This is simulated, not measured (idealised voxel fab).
Process module name: voxel lift off
For reference, the cross-section in this document is cut, with width 215 nm and square cells of 5 nm.
We lay out every cross-section as a grid of square cells and spell it out in bands from the top down, where one band means one or more rows of cells. A band entry consists of two parts. The first gives the height of the band's top and the height of its bottom, in nm. The rest lists the band's materials from left to right, each with its width in nm. A single material labelled with the word "throughout" fills the band from edge to edge, and the word "blank" marks empty space. Heights are measured from 0, the level below which the as-received wafer is all one material; the lowest band has no bottom and continues downward, written as in "z 0 and below". Top row gets the first number, bottom row gets the second, and each row in between changes by the same step: that is how a band width like "30->40" works. What does "nothing different" mean for a step? It means no cell of the cross-section changed in that step. For the entry "Voids, sealed", the listed items are empty spaces with no open way to the top whose size is 8 cells or more; each item follows the pattern width x height at distance, where distance is from the left edge and all three are in nm. Where a step's line continues beyond its settings, the continuation is a remark by the simulator itself on that step. "overlay nm" denotes, for a step that has a mask, the displacement of the mask to the right of its planned place, with negative values corresponding to the left.
## Planned step list for the process
1 RECEIVE with material Si
2 CONFORMAL_DEP with material SiN, thk nm 5
3 PATTERN with tone open, mask id LINES, material resist, width nm 25, pitch nm 50, thk nm 25, overlay nm 0
4 DIRECTIONAL_DEP with material Ru, thk nm 15
5 STRIP with etch materials resist
6 CONFORMAL_DEP with material SiN, thk nm 5
## Cross-sectional view of the wafer in its as-received condition, corresponding to the state after step 1
	z 0 and below = Si throughout
	Voids, sealed: none
## Result of the module, cross-sectioned: start per above, plan per above, one error in how it was run
	z 25 to 20 = blank 15 nm / SiN 35 nm / blank 15 nm / SiN 35 nm / blank 15 nm / SiN 35 nm / blank 15 nm / SiN 35 nm / blank 15 nm
	z 20 to 10 = blank 15 nm / SiN 5 nm / Ru 25 nm / SiN 5 nm / blank 15 nm / SiN 5 nm / Ru 25 nm / SiN 5 nm / blank 15 nm / SiN 5 nm / Ru 25 nm / SiN 5 nm / blank 15 nm / SiN 5 nm / Ru 25 nm / SiN 5 nm / blank 15 nm
	z 10 to 5 = SiN 20 nm / Ru 25 nm / SiN 25 nm / Ru 25 nm / SiN 25 nm / Ru 25 nm / SiN 25 nm / Ru 25 nm / SiN 20 nm
	z 5 to 0 = Ru throughout
	z 0 and below = Si throughout
	Voids, sealed: none
Deviation noted in wafer processing: step 2 went in with a setting other than planned; the actual run was CONFORMAL_DEP with material Ru, thk nm 5
